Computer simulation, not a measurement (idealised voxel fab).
Module name: voxel fin reveal (process module)
Cross-section cut: width 245 nm, square cells of 5 nm.
This document writes a cross-section as a grid whose cells are square, and gives it as bands, listed from the top down; one or more rows of cells form a band. Heights first: top, then bottom, in nm. Then materials, left to right, each with a width in nm. "edge to edge" on a single material: fills the band edge to edge. "empty": empty space. Zero point of the height axis is 0; under it, received wafer = one material. Lowest band: continues down indefinitely, "0 and below". Graded width ("30->40"): value in top row of band = first number; value in bottom row = second number; row-to-row change constant. The cross-section has no changed cell in any step marked "nothing altered". The entry titled "Enclosed voids" provides the empty spaces that have no open way to the top, restricted to those of 8 cells or more. Each is presented as width x height at distance, the distance being measured from the left edge, with all three in nm. The remark found on a step's line after its settings is issued by the simulator itself and pertains to that step. The "overlay nm" setting may appear on a step's line; for a step that uses a mask, it gives how far to the right of its planned position the mask lay, and a negative value indicates the left.
# Process steps - plan
| 1 | RECEIVE | material Si |
| 2 | CONFORMAL_DEP | material SiN | thk nm 10 |
| 3 | MASKED_ETCH | tone cover | mask id FINS | width nm 15 | pitch nm 40 | etch materials SiN | depth nm 10 | overlay nm 0 |
| 4 | MASKED_ETCH | tone cover | mask id FINS | width nm 15 | pitch nm 40 | etch materials Si | depth nm 35 | overlay nm 0 |
| 5 | OXIDIZE | depth nm 5 |
| 6 | FILL_DEP | material SiO2 | thk nm 15 |
| 7 | CMP | height nm 10 |
| 8 | SELECTIVE_ETCH | etch materials SiO2 | depth nm 20 |
| 9 | STRIP | etch materials SiN |
| 10 | CONFORMAL_DEP | material HfO2 | thk nm 5 |
# Delivered wafer in cross-section: state after step 1
* 0 and below: Si edge to edge
* Enclosed voids: none
# Wafer at module end, in section. Began as above, planned as above, run with one mistake
* 5 down to 0: HfO2 (55)  empty (15)  HfO2 (25)  empty (15)  HfO2 (25)  empty (15)  HfO2 (25)  empty (15)  HfO2 (55)
* 0 down to -5: Si (50)  HfO2 (25)  Si (15)  HfO2 (25)  Si (15)  HfO2 (25)  Si (15)  HfO2 (25)  Si (50)
* -5 and below: Si edge to edge
* Enclosed voids: none
Processing error: step 3, actual vs plan mismatch, actual run MASKED_ETCH | tone open | mask id FINS | width nm 15 | pitch nm 40 | etch materials SiN | depth nm 10 | overlay nm 0
